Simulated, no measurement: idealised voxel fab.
process module | voxel spacer lines
cross-section cut | 215 nm wide | cells 5 nm
A cross-section is a grid of square cells, given in bands from the top down. A band is one or more rows of cells.
Each band's line starts with the height of the band's top and of its bottom, in nm. Then come its materials from left to right, each with its width in nm. One material with "throughout" fills the band from edge to edge. "air" is empty space.
Height 0 is the level under which the wafer as received is all one material. The lowest band goes on downwards, as in "0 down".
A width such as "30 to 40" changes by the same amount from each row of cells to the next, from the band's top row to its bottom row.
"no change" after a step means that no cell of the cross-section changed.
closed voids: empty space of 8 cells or more with no open way to the top, each as width x height at its distance from the left edge, in nm
after a step's settings: what the simulator itself notes on the step
overlay nm, on a step with a mask: how far to the right of its planned place the mask lay; to the left if negative
plan
1 op RECEIVE | material Si
2 op CONFORMAL_DEP | material Al2O3 | thk nm 10
3 op DIRECTIONAL_DEP | material SiN | thk nm 15
4 op DIRECTIONAL_DEP | material aC | thk nm 30
5 op PATTERN | tone cover | mask id MANDREL | material resist | width nm 15 | pitch nm 60 | thk nm 40 | overlay nm 0
6 op DIRECTIONAL_ETCH | etch materials aC | depth nm 30
7 op STRIP | etch materials resist
8 op CONFORMAL_DEP | material SiO2 | thk nm 15
9 op DIRECTIONAL_ETCH | etch materials SiO2 | depth nm 15
10 op STRIP | etch materials aC
11 op DIRECTIONAL_ETCH | etch materials SiN | depth nm 15
12 op STRIP | etch materials SiO2
varied across the wafers: width nm of step 5. The plan shows the first wafer's value. All wafers start alike
first wafer as received, after step 1
  0 down: Si throughout
  closed voids: none
each wafer at the end: cells of each material gained (+) or lost (-) since it was received, then its closed voids
width nm 15 | +86 Al2O3 | +36 SiN | closed voids: none
width nm 20 | +86 Al2O3 | +36 SiN | closed voids: none
width nm 25 | +86 Al2O3 | +36 SiN | closed voids: none
width nm 30 | +86 Al2O3 | +36 SiN | closed voids: none
